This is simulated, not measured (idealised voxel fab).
The following process module bears the name voxel wiring stack.
Section shown: cut. Width: 285 nm. Cell size: 5 nm, square.
Format of a cross-section: grid, square cells. Given as bands. Order: top down. Band: one or more rows of cells. Each band's line starts with the height of the band's top and of its bottom, in nm. Then come its materials from left to right, each with its width in nm. One material with "edge to edge" fills the band from edge to edge. "air" is empty space. Convention: height 0 is the level below which the wafer, as received, is all one material. The lowest band does not terminate at the bottom but continues downward, represented as "0 and below". You'd read "30..40" like this: the band's top row of cells is as wide as the first number, its bottom row is as wide as the second, and going down, every row changes width by the same amount as the row before did. Reading "identical to before" for a step: not a cell of the cross-section changed in it. Each empty space that has no open way to the top and spans at least 8 cells appears under "Entrapped void list" as width x height at distance, the distance counted from the left edge, all in nm. Note: text after step settings on the step line = simulator remark on that step. overlay nm: right-of-plan distance of the mask on a masked step; negative values mean left-of-plan.

-- Steps in the process plan
1: RECEIVE | material Si
2: CONFORMAL_DEP | material SiO2 | thk nm 15
3: DIRECTIONAL_DEP | material TiN | thk nm 5
4: DIRECTIONAL_DEP | material Ru | thk nm 15
5: MASKED_ETCH | tone cover | mask id METAL_1 | width nm 20 | pitch nm 40 | etch materials Ru | depth nm 15 | overlay nm 0
6: MASKED_ETCH | tone cover | mask id METAL_1 | width nm 20 | pitch nm 40 | etch materials TiN | depth nm 5 | overlay nm 0
7: CONFORMAL_DEP | material SiN | thk nm 5
8: FILL_DEP | material SiO2 | thk nm 5
9: CMP | height nm 35
10: CONFORMAL_DEP | material SiCN | thk nm 5
11: DIRECTIONAL_DEP | material SiO2 | thk nm 30
12: MASKED_ETCH | tone open | mask id METAL_2 | width nm 20 | pitch nm 40 | etch materials SiO2 | depth nm 20 | overlay nm 0
13: MASKED_ETCH | tone open | mask id METAL_2_HOLES | width nm 15 | pitch nm 40 | etch materials SiO2 | depth nm 10 | overlay nm 0
14: MASKED_ETCH | tone open | mask id METAL_2_HOLES | width nm 15 | pitch nm 40 | etch materials SiCN | depth nm 5 | overlay nm 0
15: CONFORMAL_DEP | material TiN | thk nm 5
16: FILL_DEP | material Ru | thk nm 10
17: CMP | height nm 70
18: CONFORMAL_DEP | material SiCN | thk nm 5

-- Delivered wafer in cross-section: state after step 1
  0 and below: Si edge to edge
  Entrapped void list: none

-- Here's the wafer cut in cross-section after the module, started and planned just like above, except one thing was done wrong in the run
  75 down to 70: SiCN edge to edge
  70 down to 60: SiO2 70 | TiN 5..15 | Ru 20..10 | TiN 5 | SiO2 10 | TiN 5..15 | Ru 20..10 | TiN 5 | SiO2 10 | TiN 5..15 | Ru 20..10 | TiN 5 | SiO2 10 | TiN 5..15 | Ru 20..10 | TiN 5 | SiO2 65
  60 down to 55: SiO2 80 | TiN 5 | Ru 10 | TiN 5 | SiO2 20 | TiN 5 | Ru 10 | TiN 5 | SiO2 20 | TiN 5 | Ru 10 | TiN 5 | SiO2 20 | TiN 5 | Ru 10 | TiN 5 | SiO2 65
  55 down to 50: SiO2 80 | TiN 20 | SiO2 20 | TiN 20 | SiO2 20 | TiN 20 | SiO2 20 | TiN 20 | SiO2 65
  50 down to 40: SiO2 80 | TiN 5 | SiO2 35 | TiN 5 | SiO2 35 | TiN 5 | SiO2 35 | TiN 5 | SiO2 80
  40 down to 35: SiCN 80 | TiN 5 | SiCN 35 | TiN 5 | SiCN 35 | TiN 5 | SiCN 35 | TiN 5 | SiCN 80
  35 down to 20: SiO2 65 | SiN 5 | Ru 20 | SiN 5 | SiO2 10 | SiN 5 | Ru 20 | SiN 5 | SiO2 10 | SiN 5 | Ru 20 | SiN 5 | SiO2 10 | SiN 5 | Ru 20 | SiN 5 | SiO2 70
  20 down to 15: SiN 70 | TiN 20 | SiN 20 | TiN 20 | SiN 20 | TiN 20 | SiN 20 | TiN 20 | SiN 75
  15 down to 0: SiO2 edge to edge
  0 and below: Si edge to edge
  Entrapped void list: none
Deviation from plan: so step 12 ended up running with a different setting than we planned, it ran as MASKED_ETCH | tone open | mask id METAL_2 | width nm 20 | pitch nm 40 | etch materials SiO2 | depth nm 20 | overlay nm 10
